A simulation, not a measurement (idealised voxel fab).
Herein follows the process module entitled voxel wiring stack.
Each square cell in cross-section cut measures 5 nm, and the section as a whole is 300 nm wide.
A cross-section is a grid of square cells, given in bands from the top down. A band is one or more rows of cells. The entry gives the band's vertical extent as a top height and a bottom height in nm, then its horizontal make-up as materials from left to right, each with a width in nm. "blank" stands for empty space; a single material marked "everywhere" fills the band edge to edge. Below 0: as-received wafer, all one material; heights counted from there. Lowest band: no bottom, goes on down, written "0 -> down". Top row gets the first number, bottom row gets the second, and each row in between changes by the same step: that is how a band width like "30 to 40" works. "no alteration" means the step left every cell of the cross-section as it was. Under "Cavities, closed" you'll find the enclosed gaps, the ones with no way out to the top, that are 8 cells or bigger; each reads width x height at distance, with distance counted from the left edge, everything in nm. Past the settings on a step's line: simulator remark, on that step. The line of a step may include "overlay nm". On a step with a mask, this value is how far to the right of its planned place the mask lay. A negative value means the mask lay to the left.

# These are the steps we planned for the process
- 1: RECEIVE | material Si
- 2: CONFORMAL_DEP | material SiO2 | thk nm 15
- 3: DIRECTIONAL_DEP | material TiN | thk nm 5
- 4: DIRECTIONAL_DEP | material W | thk nm 15
- 5: PATTERN | tone cover | mask id METAL_1 | material resist | width nm 25 | pitch nm 55 | thk nm 20 | overlay nm 0
- 6: DIRECTIONAL_ETCH | etch materials W | depth nm 15
- 7: DIRECTIONAL_ETCH | etch materials TiN | depth nm 5
- 8: STRIP | etch materials resist
- 9: CONFORMAL_DEP | material SiCN | thk nm 5
- 10: FILL_DEP | material lowk | thk nm 10
- 11: CMP | height nm 35
- 12: CONFORMAL_DEP | material SiCN | thk nm 5
- 13: DIRECTIONAL_DEP | material lowk | thk nm 10
- 14: DIRECTIONAL_DEP | material aC | thk nm 10
- 15: PATTERN | tone open | mask id PLUG_1 | material resist | width nm 15 | thk nm 25 | overlay nm 0
- 16: DIRECTIONAL_ETCH | etch materials aC | depth nm 10
- 17: STRIP | etch materials resist
- 18: DIRECTIONAL_ETCH | etch materials lowk | depth nm 10
- 19: DIRECTIONAL_ETCH | etch materials SiCN | depth nm 5
- 20: STRIP | etch materials aC
- 21: CONFORMAL_DEP | material TiN | thk nm 5
- 22: FILL_DEP | material Cu | thk nm 5
- 23: CMP | height nm 50
- 24: CONFORMAL_DEP | material SiCN | thk nm 5
- 25: DIRECTIONAL_DEP | material lowk | thk nm 15
- 26: MASKED_ETCH | tone open | mask id METAL_2 | width nm 25 | pitch nm 55 | etch materials lowk | depth nm 15 | overlay nm 0
- 27: MASKED_ETCH | tone open | mask id METAL_2 | width nm 25 | pitch nm 55 | etch materials SiCN | depth nm 5 | overlay nm 0
- 28: CONFORMAL_DEP | material TiN | thk nm 5
- 29: FILL_DEP | material Cu | thk nm 5
- 30: CMP | height nm 70
- 31: CONFORMAL_DEP | material SiCN | thk nm 5
- 32: DIRECTIONAL_DEP | material lowk | thk nm 15
- 33: PATTERN | tone open | mask id PLUG_2 | material resist | width nm 15 | thk nm 15 | overlay nm 0
- 34: DIRECTIONAL_ETCH | etch materials lowk | depth nm 15
- 35: DIRECTIONAL_ETCH | etch materials SiCN | depth nm 5
- 36: STRIP | etch materials resist
- 37: CONFORMAL_DEP | material TiN | thk nm 5
- 38: FILL_DEP | material Cu | thk nm 5
- 39: CMP | height nm 90
- 40: DIRECTIONAL_DEP | material TiN | thk nm 5
- 41: DIRECTIONAL_DEP | material Ru | thk nm 20
- 42: MASKED_ETCH | tone cover | mask id METAL_3 | width nm 25 | pitch nm 55 | etch materials Ru | depth nm 20 | overlay nm 0
- 43: MASKED_ETCH | tone cover | mask id METAL_3 | width nm 25 | pitch nm 55 | etch materials TiN | depth nm 5 | overlay nm 0
- 44: CONFORMAL_DEP | material SiCN | thk nm 5
- 45: FILL_DEP | material SiO2 | thk nm 5
- 46: CMP | height nm 115
- 47: CONFORMAL_DEP | material SiCN | thk nm 5
- 48: DIRECTIONAL_DEP | material lowk | thk nm 30
- 49: PATTERN | tone open | mask id METAL_4_HOLES | material resist | width nm 15 | pitch nm 55 | thk nm 20 | overlay nm 0
- 50: DIRECTIONAL_ETCH | etch materials lowk | depth nm 30
- 51: STRIP | etch materials resist
- 52: PATTERN | tone open | mask id METAL_4 | material resist | width nm 25 | pitch nm 55 | thk nm 15 | overlay nm 0
- 53: DIRECTIONAL_ETCH | etch materials lowk | depth nm 15
- 54: DIRECTIONAL_ETCH | etch materials SiCN | depth nm 5
- 55: STRIP | etch materials resist
- 56: CONFORMAL_DEP | material TiN | thk nm 5
- 57: FILL_DEP | material Cu | thk nm 10
- 58: CMP | height nm 150
- 59: CONFORMAL_DEP | material SiN | thk nm 5

# First of two wafers, with the run carried out as planned

# Step 1 complete: cross-section of the wafer as received
- 0 -> down | Si everywhere
- Cavities, closed: none

# Wafer after step 2 (cross-section)
- 15 -> 0 | SiO2 everywhere
- Nothing below the height 0 has changed.

# Wafer after step 3 (cross-section)
- 20 -> 15 | TiN everywhere
- Nothing below the height 15 has changed.

# Wafer after step 4 (cross-section)
- 35 -> 20 | W everywhere
- Nothing below the height 20 has changed.

# Wafer after step 5 (cross-section)
- 55 -> 35 | blank=110; resist=25; blank=30; resist=25; blank=110
- Nothing below the height 35 has changed.

# Wafer after step 6 (cross-section)
- 55 -> 35 | blank=110; resist=25; blank=30; resist=25; blank=110
- 35 -> 20 | blank=110; W=25; blank=30; W=25; blank=110
- Nothing below the height 20 has changed.

# Wafer after step 7 (cross-section)
- 55 -> 35 | blank=110; resist=25; blank=30; resist=25; blank=110
- 35 -> 20 | blank=110; W=25; blank=30; W=25; blank=110
- 20 -> 15 | blank=110; TiN=25; blank=30; TiN=25; blank=110
- Nothing below the height 15 has changed.

# Wafer after step 8 (cross-section)
- 35 -> 20 | blank=110; W=25; blank=30; W=25; blank=110
- Nothing below the height 20 has changed.

# Wafer after step 9 (cross-section)
- 40 -> 35 | blank=105; SiCN=35; blank=20; SiCN=35; blank=105
- 35 -> 20 | blank=105; SiCN=5; W=25; SiCN=5; blank=20; SiCN=5; W=25; SiCN=5; blank=105
- 20 -> 15 | SiCN=110; TiN=25; SiCN=30; TiN=25; SiCN=110
- Nothing below the height 15 has changed.

# Wafer after step 10 (cross-section)
- 50 -> 40 | lowk everywhere
- 40 -> 35 | lowk=105; SiCN=35; lowk=20; SiCN=35; lowk=105
- 35 -> 20 | lowk=105; SiCN=5; W=25; SiCN=5; lowk=20; SiCN=5; W=25; SiCN=5; lowk=105
- Nothing below the height 20 has changed.

# Wafer after step 11 (cross-section)
- 35 -> 20 | lowk=105; SiCN=5; W=25; SiCN=5; lowk=20; SiCN=5; W=25; SiCN=5; lowk=105
- Nothing below the height 20 has changed.

# Wafer after step 12 (cross-section)
- 40 -> 35 | SiCN everywhere
- Nothing below the height 35 has changed.

# Wafer after step 13 (cross-section)
- 50 -> 40 | lowk everywhere
- Nothing below the height 40 has changed.

# Wafer after step 14 (cross-section)
- 60 -> 50 | aC everywhere
- Nothing below the height 50 has changed.

# Wafer after step 15 (cross-section)
- 85 -> 60 | resist=110; blank=15; resist=175
- Nothing below the height 60 has changed.

# Wafer after step 16 (cross-section)
- 75 -> 60 | resist=110; blank=15; resist=175
- 60 -> 50 | aC=110; blank=15; aC=175
- Nothing below the height 50 has changed.

# Wafer after step 17 (cross-section)
- 60 -> 50 | aC=110; blank=15; aC=175
- Nothing below the height 50 has changed.

# Wafer after step 18 (cross-section)
- 60 -> 50 | aC=110; blank=15; aC=175
- 50 -> 40 | lowk=110; blank=15; lowk=175
- Nothing below the height 40 has changed.

# Wafer after step 19 (cross-section)
- 60 -> 50 | aC=110; blank=15; aC=175
- 50 -> 40 | lowk=110; blank=15; lowk=175
- 40 -> 35 | SiCN=110; blank=15; SiCN=175
- Nothing below the height 35 has changed.

# Wafer after step 20 (cross-section)
- 50 -> 40 | lowk=110; blank=15; lowk=175
- Nothing below the height 40 has changed.

# Wafer after step 21 (cross-section)
- 55 -> 50 | TiN=115; blank=5; TiN=180
- 50 -> 40 | lowk=110; TiN=5; blank=5; TiN=5; lowk=175
- 40 -> 35 | SiCN=110; TiN=15; SiCN=175
- Nothing below the height 35 has changed.

# Wafer after step 22 (cross-section)
- 60 -> 55 | Cu everywhere
- 55 -> 50 | TiN=115; Cu=5; TiN=180
- 50 -> 40 | lowk=110; TiN=5; Cu=5; TiN=5; lowk=175
- Nothing below the height 40 has changed.

# Wafer after step 23 (cross-section)
- 50 -> 40 | lowk=110; TiN=5; Cu=5; TiN=5; lowk=175
- Nothing below the height 40 has changed.

# Wafer after step 24 (cross-section)
- 55 -> 50 | SiCN everywhere
- Nothing below the height 50 has changed.

# Wafer after step 25 (cross-section)
- 70 -> 55 | lowk everywhere
- Nothing below the height 55 has changed.

# Wafer after step 26 (cross-section)
- 70 -> 55 | lowk=110; blank=25; lowk=30; blank=25; lowk=110
- Nothing below the height 55 has changed.

# Wafer after step 27 (cross-section)
- 70 -> 55 | lowk=110; blank=25; lowk=30; blank=25; lowk=110
- 55 -> 50 | SiCN=110; blank=25; SiCN=30; blank=25; SiCN=110
- Nothing below the height 50 has changed.

# Wafer after step 28 (cross-section)
- 75 -> 70 | TiN=115; blank=15; TiN=40; blank=15; TiN=115
- 70 -> 55 | lowk=110; TiN=5; blank=15; TiN=5; lowk=30; TiN=5; blank=15; TiN=5; lowk=110
- 55 -> 50 | SiCN=110; TiN=25; SiCN=30; TiN=25; SiCN=110
- Nothing below the height 50 has changed.

# Wafer after step 29 (cross-section)
- 80 -> 75 | Cu everywhere
- 75 -> 70 | TiN=115; Cu=15; TiN=40; Cu=15; TiN=115
- 70 -> 55 | lowk=110; TiN=5; Cu=15; TiN=5; lowk=30; TiN=5; Cu=15; TiN=5; lowk=110
- Nothing below the height 55 has changed.

# Wafer after step 30 (cross-section)
- 70 -> 55 | lowk=110; TiN=5; Cu=15; TiN=5; lowk=30; TiN=5; Cu=15; TiN=5; lowk=110
- Nothing below the height 55 has changed.

# Wafer after step 31 (cross-section)
- 75 -> 70 | SiCN everywhere
- Nothing below the height 70 has changed.

# Wafer after step 32 (cross-section)
- 90 -> 75 | lowk everywhere
- Nothing below the height 75 has changed.

# Wafer after step 33 (cross-section)
- 105 -> 90 | resist=110; blank=15; resist=175
- Nothing below the height 90 has changed.

# Wafer after step 34 (cross-section)
- 105 -> 90 | resist=110; blank=15; resist=175
- 90 -> 75 | lowk=110; blank=15; lowk=175
- Nothing below the height 75 has changed.

# Wafer after step 35 (cross-section)
- 105 -> 90 | resist=110; blank=15; resist=175
- 90 -> 75 | lowk=110; blank=15; lowk=175
- 75 -> 70 | SiCN=110; blank=15; SiCN=175
- Nothing below the height 70 has changed.

# Wafer after step 36 (cross-section)
- 90 -> 75 | lowk=110; blank=15; lowk=175
- Nothing below the height 75 has changed.

# Wafer after step 37 (cross-section)
- 95 -> 90 | TiN=115; blank=5; TiN=180
- 90 -> 75 | lowk=110; TiN=5; blank=5; TiN=5; lowk=175
- 75 -> 70 | SiCN=110; TiN=15; SiCN=175
- Nothing below the height 70 has changed.

# Wafer after step 38 (cross-section)
- 100 -> 95 | Cu everywhere
- 95 -> 90 | TiN=115; Cu=5; TiN=180
- 90 -> 75 | lowk=110; TiN=5; Cu=5; TiN=5; lowk=175
- Nothing below the height 75 has changed.

# Wafer after step 39 (cross-section)
- 90 -> 75 | lowk=110; TiN=5; Cu=5; TiN=5; lowk=175
- Nothing below the height 75 has changed.

# Wafer after step 40 (cross-section)
- 95 -> 90 | TiN everywhere
- Nothing below the height 90 has changed.

# Wafer after step 41 (cross-section)
- 115 -> 95 | Ru everywhere
- Nothing below the height 95 has changed.

# Wafer after step 42 (cross-section)
- 115 -> 95 | blank=110; Ru=25; blank=30; Ru=25; blank=110
- Nothing below the height 95 has changed.

# Wafer after step 43 (cross-section)
- 115 -> 95 | blank=110; Ru=25; blank=30; Ru=25; blank=110
- 95 -> 90 | blank=110; TiN=25; blank=30; TiN=25; blank=110
- Nothing below the height 90 has changed.

# Wafer after step 44 (cross-section)
- 120 -> 115 | blank=105; SiCN=35; blank=20; SiCN=35; blank=105
- 115 -> 95 | blank=105; SiCN=5; Ru=25; SiCN=5; blank=20; SiCN=5; Ru=25; SiCN=5; blank=105
- 95 -> 90 | SiCN=110; TiN=25; SiCN=30; TiN=25; SiCN=110
- Nothing below the height 90 has changed.

# Wafer after step 45 (cross-section)
- 125 -> 120 | SiO2 everywhere
- 120 -> 115 | SiO2=105; SiCN=35; SiO2=20; SiCN=35; SiO2=105
- 115 -> 95 | SiO2=105; SiCN=5; Ru=25; SiCN=5; SiO2=20; SiCN=5; Ru=25; SiCN=5; SiO2=105
- Nothing below the height 95 has changed.

# Wafer after step 46 (cross-section)
- 115 -> 95 | SiO2=105; SiCN=5; Ru=25; SiCN=5; SiO2=20; SiCN=5; Ru=25; SiCN=5; SiO2=105
- Nothing below the height 95 has changed.

# Wafer after step 47 (cross-section)
- 120 -> 115 | SiCN everywhere
- Nothing below the height 115 has changed.

# Wafer after step 48 (cross-section)
- 150 -> 120 | lowk everywhere
- Nothing below the height 120 has changed.

# Wafer after step 49 (cross-section)
- 170 -> 150 | resist=110; blank=15; resist=40; blank=15; resist=120
- Nothing below the height 150 has changed.

# Wafer after step 50 (cross-section)
- 170 -> 150 | resist=110; blank=15; resist=40; blank=15; resist=120
- 150 -> 120 | lowk=110; blank=15; lowk=40; blank=15; lowk=120
- Nothing below the height 120 has changed.

# Wafer after step 51 (cross-section)
- 150 -> 120 | lowk=110; blank=15; lowk=40; blank=15; lowk=120
- Nothing below the height 120 has changed.

# Wafer after step 52 (cross-section)
- 165 -> 150 | resist=110; blank=25; resist=30; blank=25; resist=110
- Nothing below the height 150 has changed.

# Wafer after step 53 (cross-section)
- 165 -> 150 | resist=110; blank=25; resist=30; blank=25; resist=110
- 150 -> 135 | lowk=110; blank=25; lowk=30; blank=25; lowk=110
- Nothing below the height 135 has changed.

# Wafer after step 54 (cross-section)
- 165 -> 150 | resist=110; blank=25; resist=30; blank=25; resist=110
- 150 -> 135 | lowk=110; blank=25; lowk=30; blank=25; lowk=110
- 135 -> 120 | lowk=110; blank=15; lowk=40; blank=15; lowk=120
- 120 -> 115 | SiCN=110; blank=15; SiCN=40; blank=15; SiCN=120
- Nothing below the height 115 has changed.

# Wafer after step 55 (cross-section)
- 150 -> 135 | lowk=110; blank=25; lowk=30; blank=25; lowk=110
- Nothing below the height 135 has changed.

# Wafer after step 56 (cross-section)
- 155 -> 150 | TiN=115; blank=15; TiN=40; blank=15; TiN=115
- 150 -> 140 | lowk=110; TiN=5; blank=15; TiN=5; lowk=30; TiN=5; blank=15; TiN=5; lowk=110
- 140 -> 135 | lowk=110; TiN=5; blank=5; TiN=15; lowk=30; TiN=5; blank=5; TiN=15; lowk=110
- 135 -> 120 | lowk=110; TiN=5; blank=5; TiN=5; lowk=40; TiN=5; blank=5; TiN=5; lowk=120
- 120 -> 115 | SiCN=110; TiN=15; SiCN=40; TiN=15; SiCN=120
- Nothing below the height 115 has changed.

# Wafer after step 57 (cross-section)
- 165 -> 155 | Cu everywhere
- 155 -> 150 | TiN=115; Cu=15; TiN=40; Cu=15; TiN=115
- 150 -> 140 | lowk=110; TiN=5; Cu=15; TiN=5; lowk=30; TiN=5; Cu=15; TiN=5; lowk=110
- 140 -> 135 | lowk=110; TiN=5; Cu=5; TiN=15; lowk=30; TiN=5; Cu=5; TiN=15; lowk=110
- 135 -> 120 | lowk=110; TiN=5; Cu=5; TiN=5; lowk=40; TiN=5; Cu=5; TiN=5; lowk=120
- Nothing below the height 120 has changed.

# Wafer after step 58 (cross-section)
- 150 -> 140 | lowk=110; TiN=5; Cu=15; TiN=5; lowk=30; TiN=5; Cu=15; TiN=5; lowk=110
- Nothing below the height 140 has changed.

# Wafer after step 59 (cross-section)
- 155 -> 150 | SiN everywhere
- Nothing below the height 150 has changed.

# The second wafer was prepared from the same starting point and under the same plan as the first; its processing contained one mistake, and it remains indistinguishable from the first wafer up to and including step 32

# Cross-section of the second wafer at the time by which step 33 should have been completed according to the plan
- 105 -> 90 | resist=120; blank=15; resist=165
- Nothing below the height 90 has changed.

# Cross-section of the second wafer at the time by which step 34 should have been completed according to the plan
- 105 -> 90 | resist=120; blank=15; resist=165
- 90 -> 75 | lowk=120; blank=15; lowk=165
- Nothing below the height 75 has changed.

# Cross-section of the second wafer at the time by which step 35 should have been completed according to the plan
- 105 -> 90 | resist=120; blank=15; resist=165
- 90 -> 75 | lowk=120; blank=15; lowk=165
- 75 -> 70 | SiCN=120; blank=15; SiCN=165
- Nothing below the height 70 has changed.

# Cross-section of the second wafer at the time by which step 36 should have been completed according to the plan
- 90 -> 75 | lowk=120; blank=15; lowk=165
- Nothing below the height 75 has changed.

# Cross-section of the second wafer at the time by which step 37 should have been completed according to the plan
- 95 -> 90 | TiN=125; blank=5; TiN=170
- 90 -> 75 | lowk=120; TiN=5; blank=5; TiN=5; lowk=165
- 75 -> 70 | SiCN=120; TiN=15; SiCN=165
- Nothing below the height 70 has changed.

# Cross-section of the second wafer at the time by which step 38 should have been completed according to the plan
- 100 -> 95 | Cu everywhere
- 95 -> 90 | TiN=125; Cu=5; TiN=170
- 90 -> 75 | lowk=120; TiN=5; Cu=5; TiN=5; lowk=165
- Nothing below the height 75 has changed.

# Cross-section of the second wafer at the time by which step 39 should have been completed according to the plan
- 90 -> 75 | lowk=120; TiN=5; Cu=5; TiN=5; lowk=165
- Nothing below the height 75 has changed.

# Cross-section of the second wafer at the time by which step 40 should have been completed according to the plan
- 95 -> 90 | TiN everywhere
- Nothing below the height 90 has changed.

# Cross-section of the second wafer at the time by which step 41 should have been completed according to the plan
- 115 -> 95 | Ru everywhere
- Nothing below the height 95 has changed.

# Cross-section of the second wafer at the time by which step 42 should have been completed according to the plan
- 115 -> 95 | blank=110; Ru=25; blank=30; Ru=25; blank=110
- Nothing below the height 95 has changed.

# Cross-section of the second wafer at the time by which step 43 should have been completed according to the plan
- 115 -> 95 | blank=110; Ru=25; blank=30; Ru=25; blank=110
- 95 -> 90 | blank=110; TiN=25; blank=30; TiN=25; blank=110
- Nothing below the height 90 has changed.

# Cross-section of the second wafer at the time by which step 44 should have been completed according to the plan
- 120 -> 115 | blank=105; SiCN=35; blank=20; SiCN=35; blank=105
- 115 -> 95 | blank=105; SiCN=5; Ru=25; SiCN=5; blank=20; SiCN=5; Ru=25; SiCN=5; blank=105
- 95 -> 90 | SiCN=110; TiN=25; SiCN=30; TiN=25; SiCN=110
- Nothing below the height 90 has changed.

# Cross-section of the second wafer at the time by which step 45 should have been completed according to the plan
- 125 -> 120 | SiO2 everywhere
- 120 -> 115 | SiO2=105; SiCN=35; SiO2=20; SiCN=35; SiO2=105
- 115 -> 95 | SiO2=105; SiCN=5; Ru=25; SiCN=5; SiO2=20; SiCN=5; Ru=25; SiCN=5; SiO2=105
- Nothing below the height 95 has changed.

# Cross-section of the second wafer at the time by which step 46 should have been completed according to the plan
- 115 -> 95 | SiO2=105; SiCN=5; Ru=25; SiCN=5; SiO2=20; SiCN=5; Ru=25; SiCN=5; SiO2=105
- Nothing below the height 95 has changed.

# Cross-section of the second wafer at the time by which step 47 should have been completed according to the plan
- 120 -> 115 | SiCN everywhere
- Nothing below the height 115 has changed.

# Cross-section of the second wafer at the time by which step 48 should have been completed according to the plan
- 150 -> 120 | lowk everywhere
- Nothing below the height 120 has changed.

# Cross-section of the second wafer at the time by which step 49 should have been completed according to the plan
- 170 -> 150 | resist=110; blank=15; resist=40; blank=15; resist=120
- Nothing below the height 150 has changed.

# Cross-section of the second wafer at the time by which step 50 should have been completed according to the plan
- 170 -> 150 | resist=110; blank=15; resist=40; blank=15; resist=120
- 150 -> 120 | lowk=110; blank=15; lowk=40; blank=15; lowk=120
- Nothing below the height 120 has changed.

# Cross-section of the second wafer at the time by which step 51 should have been completed according to the plan
- 150 -> 120 | lowk=110; blank=15; lowk=40; blank=15; lowk=120
- Nothing below the height 120 has changed.

# Cross-section of the second wafer at the time by which step 52 should have been completed according to the plan
- 165 -> 150 | resist=110; blank=25; resist=30; blank=25; resist=110
- Nothing below the height 150 has changed.

# Cross-section of the second wafer at the time by which step 53 should have been completed according to the plan
- 165 -> 150 | resist=110; blank=25; resist=30; blank=25; resist=110
- 150 -> 135 | lowk=110; blank=25; lowk=30; blank=25; lowk=110
- Nothing below the height 135 has changed.

# Cross-section of the second wafer at the time by which step 54 should have been completed according to the plan
- 165 -> 150 | resist=110; blank=25; resist=30; blank=25; resist=110
- 150 -> 135 | lowk=110; blank=25; lowk=30; blank=25; lowk=110
- 135 -> 120 | lowk=110; blank=15; lowk=40; blank=15; lowk=120
- 120 -> 115 | SiCN=110; blank=15; SiCN=40; blank=15; SiCN=120
- Nothing below the height 115 has changed.

# Cross-section of the second wafer at the time by which step 55 should have been completed according to the plan
- 150 -> 135 | lowk=110; blank=25; lowk=30; blank=25; lowk=110
- Nothing below the height 135 has changed.

# Cross-section of the second wafer at the time by which step 56 should have been completed according to the plan
- 155 -> 150 | TiN=115; blank=15; TiN=40; blank=15; TiN=115
- 150 -> 140 | lowk=110; TiN=5; blank=15; TiN=5; lowk=30; TiN=5; blank=15; TiN=5; lowk=110
- 140 -> 135 | lowk=110; TiN=5; blank=5; TiN=15; lowk=30; TiN=5; blank=5; TiN=15; lowk=110
- 135 -> 120 | lowk=110; TiN=5; blank=5; TiN=5; lowk=40; TiN=5; blank=5; TiN=5; lowk=120
- 120 -> 115 | SiCN=110; TiN=15; SiCN=40; TiN=15; SiCN=120
- Nothing below the height 115 has changed.

# Cross-section of the second wafer at the time by which step 57 should have been completed according to the plan
- 165 -> 155 | Cu everywhere
- 155 -> 150 | TiN=115; Cu=15; TiN=40; Cu=15; TiN=115
- 150 -> 140 | lowk=110; TiN=5; Cu=15; TiN=5; lowk=30; TiN=5; Cu=15; TiN=5; lowk=110
- 140 -> 135 | lowk=110; TiN=5; Cu=5; TiN=15; lowk=30; TiN=5; Cu=5; TiN=15; lowk=110
- 135 -> 120 | lowk=110; TiN=5; Cu=5; TiN=5; lowk=40; TiN=5; Cu=5; TiN=5; lowk=120
- Nothing below the height 120 has changed.

# Cross-section of the second wafer at the time by which step 58 should have been completed according to the plan
- 150 -> 140 | lowk=110; TiN=5; Cu=15; TiN=5; lowk=30; TiN=5; Cu=15; TiN=5; lowk=110
- Nothing below the height 140 has changed.

# Cross-section of the second wafer at the time by which step 59 should have been completed according to the plan
- 155 -> 150 | SiN everywhere
- Nothing below the height 150 has changed.
Want to know what went wrong? note that step 33 departed from the planned setting and was carried out as PATTERN | tone open | mask id PLUG_2 | material resist | width nm 15 | thk nm 15 | overlay nm 10
Final state: per-material cell counts identical on both wafers; locations differ.
